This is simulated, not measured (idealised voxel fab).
Presented below is a process module, voxel capacitor over wiring.
Section shown: cut. Width: 165 nm. Cell size: 5 nm, square.
Cross-section format: a grid of square cells, given as bands from top to bottom; each band is one or more rows of cells. What a band's entry tells you: where the top is and where the bottom is, as heights in nm, and after that what lies inside, material by material from left to right, each with its width in nm. Empty space is written as the word "air", and a single material marked with the word "everywhere" occupies the band from edge to edge. Ref level 0: as-received wafer is one material below here. Bottom band extends down with no lower bound ("0 and below"). The expression "30->40" gives the width at the extremes of the band, the first number at its top row of cells and the second at its bottom row, with the width changing by equal amounts from each row to the next in between. You'll sometimes find "remains unaltered" written for a step, and that's the way of saying that nowhere in the cross-section did a cell change during that step. Basically, "Closed cavities" tells you about the enclosed voids: empty spaces with no open way to the top, 8 cells or bigger, each written width x height at distance, where distance is from the left edge, all in nm. Note: text after step settings on the step line = simulator remark on that step. If you see "overlay nm" on a step's line and that step has a mask, it's telling you how far right of where it was planned the mask ended up; a negative number means it went left instead.

-- The process steps that were planned are listed below
1. RECEIVE | material Si
2. CONFORMAL_DEP | material SiO2 | thk nm 15
3. DIRECTIONAL_DEP | material TiN | thk nm 5
4. DIRECTIONAL_DEP | material W | thk nm 15
5. DIRECTIONAL_DEP | material aC | thk nm 10
6. PATTERN | tone cover | mask id METAL_1 | material resist | width nm 30 | pitch nm 80 | thk nm 25 | overlay nm 0
7. DIRECTIONAL_ETCH | etch materials aC | depth nm 10
8. STRIP | etch materials resist
9. DIRECTIONAL_ETCH | etch materials W | depth nm 15
10. DIRECTIONAL_ETCH | etch materials TiN | depth nm 5
11. STRIP | etch materials aC
12. CONFORMAL_DEP | material SiCN | thk nm 5
13. FILL_DEP | material lowk | thk nm 5
14. CMP | height nm 35
15. CONFORMAL_DEP | material SiCN | thk nm 5
16. DIRECTIONAL_DEP | material SiO2 | thk nm 15
17. MASKED_ETCH | tone open | mask id PLUG_1 | width nm 15 | etch materials SiO2 | depth nm 15 | overlay nm 0
18. MASKED_ETCH | tone open | mask id PLUG_1 | width nm 15 | etch materials SiCN | depth nm 5 | overlay nm 0
19. EPI | material Ru | thk nm 10
20. EPI | material Ru | thk nm 10
21. DIRECTIONAL_DEP | material TiN | thk nm 10
22. DIRECTIONAL_DEP | material SiN | thk nm 5
23. DIRECTIONAL_DEP | material TiN | thk nm 5
24. PATTERN | tone cover | mask id UPPER_PLATE | material resist | width nm 55 | thk nm 15 | overlay nm 0
25. DIRECTIONAL_ETCH | etch materials TiN | depth nm 5
26. DIRECTIONAL_ETCH | etch materials SiN | depth nm 5
27. STRIP | etch materials resist
28. MASKED_ETCH | tone cover | mask id LOWER_PLATE | width nm 65 | etch materials TiN | depth nm 10 | overlay nm 0
29. FILL_DEP | material SiO2 | thk nm 15
30. CMP | height nm 85
31. MASKED_ETCH | tone open | mask id PLUG_2 | width nm 15 | etch materials SiO2 | depth nm 10 | overlay nm 0
32. CONFORMAL_DEP | material TiN | thk nm 5
33. FILL_DEP | material Cu | thk nm 5
34. CMP | height nm 85
35. CONFORMAL_DEP | material SiN | thk nm 5

-- On the first of the two wafers: run conducted according to plan

-- As received (post step 1): cross-section
    0 and below = Si everywhere
    Closed cavities: none

-- The following cross-section depicts the wafer upon completion of step 2
    15 down to 0 = SiO2 everywhere
    Below 0 it's all the same as before, nothing changed down there.

-- The following cross-section depicts the wafer upon completion of step 3
    20 down to 15 = TiN everywhere
    Below 15 it's all the same as before, nothing changed down there.

-- The following cross-section depicts the wafer upon completion of step 4
    35 down to 20 = W everywhere
    Below 20 it's all the same as before, nothing changed down there.

-- The following cross-section depicts the wafer upon completion of step 5
    45 down to 35 = aC everywhere
    Below 35 it's all the same as before, nothing changed down there.

-- The following cross-section depicts the wafer upon completion of step 6
    70 down to 45 = air 25 / resist 30 / air 50 / resist 30 / air 30
    Below 45 it's all the same as before, nothing changed down there.

-- The following cross-section depicts the wafer upon completion of step 7
    60 down to 45 = air 25 / resist 30 / air 50 / resist 30 / air 30
    45 down to 35 = air 25 / aC 30 / air 50 / aC 30 / air 30
    Below 35 it's all the same as before, nothing changed down there.

-- The following cross-section depicts the wafer upon completion of step 8
    45 down to 35 = air 25 / aC 30 / air 50 / aC 30 / air 30
    Below 35 it's all the same as before, nothing changed down there.

-- The following cross-section depicts the wafer upon completion of step 9
    45 down to 35 = air 25 / aC 30 / air 50 / aC 30 / air 30
    35 down to 20 = air 25 / W 30 / air 50 / W 30 / air 30
    Below 20 it's all the same as before, nothing changed down there.

-- The following cross-section depicts the wafer upon completion of step 10
    45 down to 35 = air 25 / aC 30 / air 50 / aC 30 / air 30
    35 down to 20 = air 25 / W 30 / air 50 / W 30 / air 30
    20 down to 15 = air 25 / TiN 30 / air 50 / TiN 30 / air 30
    Below 15 it's all the same as before, nothing changed down there.

-- The following cross-section depicts the wafer upon completion of step 11
    35 down to 20 = air 25 / W 30 / air 50 / W 30 / air 30
    Below 20 it's all the same as before, nothing changed down there.

-- The following cross-section depicts the wafer upon completion of step 12
    40 down to 35 = air 20 / SiCN 40 / air 40 / SiCN 40 / air 25
    35 down to 20 = air 20 / SiCN 5 / W 30 / SiCN 5 / air 40 / SiCN 5 / W 30 / SiCN 5 / air 25
    20 down to 15 = SiCN 25 / TiN 30 / SiCN 50 / TiN 30 / SiCN 30
    Below 15 it's all the same as before, nothing changed down there.

-- The following cross-section depicts the wafer upon completion of step 13
    45 down to 40 = lowk everywhere
    40 down to 35 = lowk 20 / SiCN 40 / lowk 40 / SiCN 40 / lowk 25
    35 down to 20 = lowk 20 / SiCN 5 / W 30 / SiCN 5 / lowk 40 / SiCN 5 / W 30 / SiCN 5 / lowk 25
    Below 20 it's all the same as before, nothing changed down there.

-- The following cross-section depicts the wafer upon completion of step 14
    35 down to 20 = lowk 20 / SiCN 5 / W 30 / SiCN 5 / lowk 40 / SiCN 5 / W 30 / SiCN 5 / lowk 25
    Below 20 it's all the same as before, nothing changed down there.

-- The following cross-section depicts the wafer upon completion of step 15
    40 down to 35 = SiCN everywhere
    Below 35 it's all the same as before, nothing changed down there.

-- The following cross-section depicts the wafer upon completion of step 16
    55 down to 40 = SiO2 everywhere
    Below 40 it's all the same as before, nothing changed down there.

-- The following cross-section depicts the wafer upon completion of step 17
    55 down to 40 = SiO2 40 / air 15 / SiO2 110
    Below 40 it's all the same as before, nothing changed down there.

-- The following cross-section depicts the wafer upon completion of step 18
    55 down to 40 = SiO2 40 / air 15 / SiO2 110
    40 down to 35 = SiCN 40 / air 15 / SiCN 110
    Below 35 it's all the same as before, nothing changed down there.

-- The following cross-section depicts the wafer upon completion of step 19
    55 down to 45 = SiO2 40 / air 15 / SiO2 110
    45 down to 40 = SiO2 40 / Ru 15 / SiO2 110
    40 down to 35 = SiCN 40 / Ru 15 / SiCN 110
    Below 35 it's all the same as before, nothing changed down there.

-- The following cross-section depicts the wafer upon completion of step 20
    55 down to 40 = SiO2 40 / Ru 15 / SiO2 110
    Below 40 it's all the same as before, nothing changed down there.

-- The following cross-section depicts the wafer upon completion of step 21
    65 down to 55 = TiN everywhere
    Below 55 it's all the same as before, nothing changed down there.

-- The following cross-section depicts the wafer upon completion of step 22
    70 down to 65 = SiN everywhere
    Below 65 it's all the same as before, nothing changed down there.

-- The following cross-section depicts the wafer upon completion of step 23
    75 down to 70 = TiN everywhere
    Below 70 it's all the same as before, nothing changed down there.

-- The following cross-section depicts the wafer upon completion of step 24
    90 down to 75 = air 40 / resist 55 / air 70
    Below 75 it's all the same as before, nothing changed down there.

-- The following cross-section depicts the wafer upon completion of step 25
    90 down to 75 = air 40 / resist 55 / air 70
    75 down to 70 = air 40 / TiN 55 / air 70
    Below 70 it's all the same as before, nothing changed down there.

-- The following cross-section depicts the wafer upon completion of step 26
    90 down to 75 = air 40 / resist 55 / air 70
    75 down to 70 = air 40 / TiN 55 / air 70
    70 down to 65 = air 40 / SiN 55 / air 70
    Below 65 it's all the same as before, nothing changed down there.

-- The following cross-section depicts the wafer upon completion of step 27
    75 down to 70 = air 40 / TiN 55 / air 70
    Below 70 it's all the same as before, nothing changed down there.

-- The following cross-section depicts the wafer upon completion of step 28
    75 down to 70 = air 40 / TiN 55 / air 70
    70 down to 65 = air 40 / SiN 55 / air 70
    65 down to 55 = air 35 / TiN 65 / air 65
    Below 55 it's all the same as before, nothing changed down there.

-- The following cross-section depicts the wafer upon completion of step 29
    90 down to 75 = SiO2 everywhere
    75 down to 70 = SiO2 40 / TiN 55 / SiO2 70
    70 down to 65 = SiO2 40 / SiN 55 / SiO2 70
    65 down to 55 = SiO2 35 / TiN 65 / SiO2 65
    Below 55 it's all the same as before, nothing changed down there.

-- The following cross-section depicts the wafer upon completion of step 30
    85 down to 75 = SiO2 everywhere
    Below 75 it's all the same as before, nothing changed down there.

-- The following cross-section depicts the wafer upon completion of step 31
    85 down to 75 = SiO2 50 / air 15 / SiO2 100
    Below 75 it's all the same as before, nothing changed down there.

-- The following cross-section depicts the wafer upon completion of step 32
    90 down to 85 = TiN 55 / air 5 / TiN 105
    85 down to 80 = SiO2 50 / TiN 5 / air 5 / TiN 5 / SiO2 100
    80 down to 70 = SiO2 50->40 / TiN 15->55 / SiO2 100->70
    Below 70 it's all the same as before, nothing changed down there.

-- The following cross-section depicts the wafer upon completion of step 33
    95 down to 90 = Cu everywhere
    90 down to 85 = TiN 55 / Cu 5 / TiN 105
    85 down to 80 = SiO2 50 / TiN 5 / Cu 5 / TiN 5 / SiO2 100
    Below 80 it's all the same as before, nothing changed down there.

-- The following cross-section depicts the wafer upon completion of step 34
    85 down to 80 = SiO2 50 / TiN 5 / Cu 5 / TiN 5 / SiO2 100
    Below 80 it's all the same as before, nothing changed down there.

-- The following cross-section depicts the wafer upon completion of step 35
    90 down to 85 = SiN everywhere
    Below 85 it's all the same as before, nothing changed down there.

-- Regarding the second of the two wafers: it shared the first wafer's starting condition and process plan, yet one error occurred during its execution. Its history coincides with that of the first wafer up to and including step 14

-- Second wafer, section view, time point: scheduled end of step 15
    50 down to 35 = SiO2 everywhere
    Below 35 it's all the same as before, nothing changed down there.

-- Second wafer, section view, time point: scheduled end of step 16
    55 down to 50 = SiCN everywhere
    Below 50 it's all the same as before, nothing changed down there.

Second wafer, section view, time point: scheduled end of step 17: remains unaltered

-- Second wafer, section view, time point: scheduled end of step 18
    55 down to 50 = SiCN 40 / air 15 / SiCN 110
    Below 50 it's all the same as before, nothing changed down there.

Second wafer, section view, time point: scheduled end of step 19: remains unaltered

Second wafer, section view, time point: scheduled end of step 20: remains unaltered

-- Second wafer, section view, time point: scheduled end of step 21
    65 down to 60 = TiN 40 / air 15 / TiN 110
    60 down to 55 = TiN everywhere
    55 down to 50 = SiCN 40 / TiN 15 / SiCN 110
    Below 50 it's all the same as before, nothing changed down there.

-- Second wafer, section view, time point: scheduled end of step 22
    70 down to 65 = SiN 40 / air 15 / SiN 110
    65 down to 60 = TiN 40 / SiN 15 / TiN 110
    Below 60 it's all the same as before, nothing changed down there.

-- Second wafer, section view, time point: scheduled end of step 23
    75 down to 70 = TiN 40 / air 15 / TiN 110
    70 down to 65 = SiN 40 / TiN 15 / SiN 110
    Below 65 it's all the same as before, nothing changed down there.

-- Second wafer, section view, time point: scheduled end of step 24
    90 down to 75 = air 40 / resist 55 / air 70
    75 down to 70 = TiN 40 / resist 15 / TiN 110
    Below 70 it's all the same as before, nothing changed down there.

-- Second wafer, section view, time point: scheduled end of step 25
    90 down to 75 = air 40 / resist 55 / air 70
    75 down to 70 = air 40 / resist 15 / TiN 40 / air 70
    Below 70 it's all the same as before, nothing changed down there.

-- Second wafer, section view, time point: scheduled end of step 26
    90 down to 75 = air 40 / resist 55 / air 70
    75 down to 70 = air 40 / resist 15 / TiN 40 / air 70
    70 down to 65 = air 40 / TiN 15 / SiN 40 / air 70
    Below 65 it's all the same as before, nothing changed down there.

-- Second wafer, section view, time point: scheduled end of step 27
    75 down to 70 = air 55 / TiN 40 / air 70
    Below 70 it's all the same as before, nothing changed down there.

-- Second wafer, section view, time point: scheduled end of step 28
    75 down to 70 = air 55 / TiN 40 / air 70
    70 down to 65 = air 40 / TiN 15 / SiN 40 / air 70
    65 down to 60 = air 35 / TiN 5 / SiN 15 / TiN 45 / air 65
    60 down to 55 = air 35 / TiN 65 / air 65
    Below 55 it's all the same as before, nothing changed down there.

-- Second wafer, section view, time point: scheduled end of step 29
    90 down to 75 = SiO2 everywhere
    75 down to 70 = SiO2 55 / TiN 40 / SiO2 70
    70 down to 65 = SiO2 40 / TiN 15 / SiN 40 / SiO2 70
    65 down to 60 = SiO2 35 / TiN 5 / SiN 15 / TiN 45 / SiO2 65
    60 down to 55 = SiO2 35 / TiN 65 / SiO2 65
    Below 55 it's all the same as before, nothing changed down there.

-- Second wafer, section view, time point: scheduled end of step 30
    85 down to 75 = SiO2 everywhere
    Below 75 it's all the same as before, nothing changed down there.

-- Second wafer, section view, time point: scheduled end of step 31
    85 down to 75 = SiO2 50 / air 15 / SiO2 100
    Below 75 it's all the same as before, nothing changed down there.

-- Second wafer, section view, time point: scheduled end of step 32
    90 down to 85 = TiN 55 / air 5 / TiN 105
    85 down to 80 = SiO2 50 / TiN 5 / air 5 / TiN 5 / SiO2 100
    80 down to 70 = SiO2 50->55 / TiN 15->40 / SiO2 100->70
    Below 70 it's all the same as before, nothing changed down there.

-- Second wafer, section view, time point: scheduled end of step 33
    95 down to 90 = Cu everywhere
    90 down to 85 = TiN 55 / Cu 5 / TiN 105
    85 down to 80 = SiO2 50 / TiN 5 / Cu 5 / TiN 5 / SiO2 100
    Below 80 it's all the same as before, nothing changed down there.

-- Second wafer, section view, time point: scheduled end of step 34
    85 down to 80 = SiO2 50 / TiN 5 / Cu 5 / TiN 5 / SiO2 100
    Below 80 it's all the same as before, nothing changed down there.

-- Second wafer, section view, time point: scheduled end of step 35
    90 down to 85 = SiN everywhere
    Below 85 it's all the same as before, nothing changed down there.
Error vs. plan: steps 15 and 16 got flipped, so each one ran where the other should have
The closing comparison, in cells, has the second wafer with more or fewer of some materials than the first: 12 fewer of Ru; 12 more of SiO2
